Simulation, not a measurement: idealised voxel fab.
Process module, titled voxel ribs on slabs
Xsec cut, 185 nm wide, square cell size 5 nm.
We lay out every cross-section as a grid of square cells and spell it out in bands from the top down, where one band means one or more rows of cells.
First you get the band's top height and its bottom height, in nm, and then the materials it's made of, left to right, with each width in nm. If you see a single material with "all across", that one covers the band edge to edge. "blank" is empty space.
Beneath 0, the wafer as received is one material, and that level is where height counting begins. The lowest band goes on downward without a bottom; it is written like "0 down".
The expression "30..40" gives the width at the extremes of the band, the first number at its top row of cells and the second at its bottom row, with the width changing by equal amounts from each row to the next in between.
"nothing changed", as given for a step, is the statement that not any cell of the cross-section underwent a change during that step.
Empty spaces counting at least 8 cells and having no open way to the top are listed in "Enclosed cavities". The notation width x height at distance is used for each, the distance being from the left edge and all three values in nm.
Read whatever lies past the settings on a step's line as the simulator's own remark about the step.
When a step includes a mask, the "overlay nm" setting on its line states how far to the right of its planned place that mask lay, and negative values state how far to the left.
## Process steps - plan
1,RECEIVE: material Si
2,DIRECTIONAL_DEP: material SiO2, thk nm 30
3,DIRECTIONAL_DEP: material SiN, thk nm 20
4,MASKED_ETCH: tone cover, mask id RIB, width nm 25, etch materials SiN, depth nm 15, overlay nm 0
5,MASKED_ETCH: tone cover, mask id SLAB, width nm 75, etch materials SiN, depth nm 5, overlay nm 0
6,FILL_DEP: material SiO2, thk nm 25
7,CMP: height nm 70
8,DIRECTIONAL_DEP: material TiN, thk nm 5
9,PATTERN: tone cover, mask id HEATER, material resist, width nm 35, thk nm 20, overlay nm 0
10,DIRECTIONAL_ETCH: etch materials TiN, depth nm 5
11,STRIP: etch materials resist
12,CONFORMAL_DEP: material SiN, thk nm 5
## Cross-section of the wafer at receipt, which is the condition after step 1
* 0 down = Si all across
* Enclosed cavities: none
## Cross-section, end of module. Start: as above. Plan: as above. Execution: one mistake
* 75 to 70 = blank: 75, TiN: 35, blank: 75
* 70 to 50 = SiO2 all across
* 50 to 35 = SiO2: 80, SiN: 25, SiO2: 80
* 35 to 30 = SiO2: 55, SiN: 75, SiO2: 55
* 30 to 0 = SiO2 all across
* 0 down = Si all across
* Enclosed cavities: none
Want to know what went wrong? step 12 from the plan never happened, it was just skipped
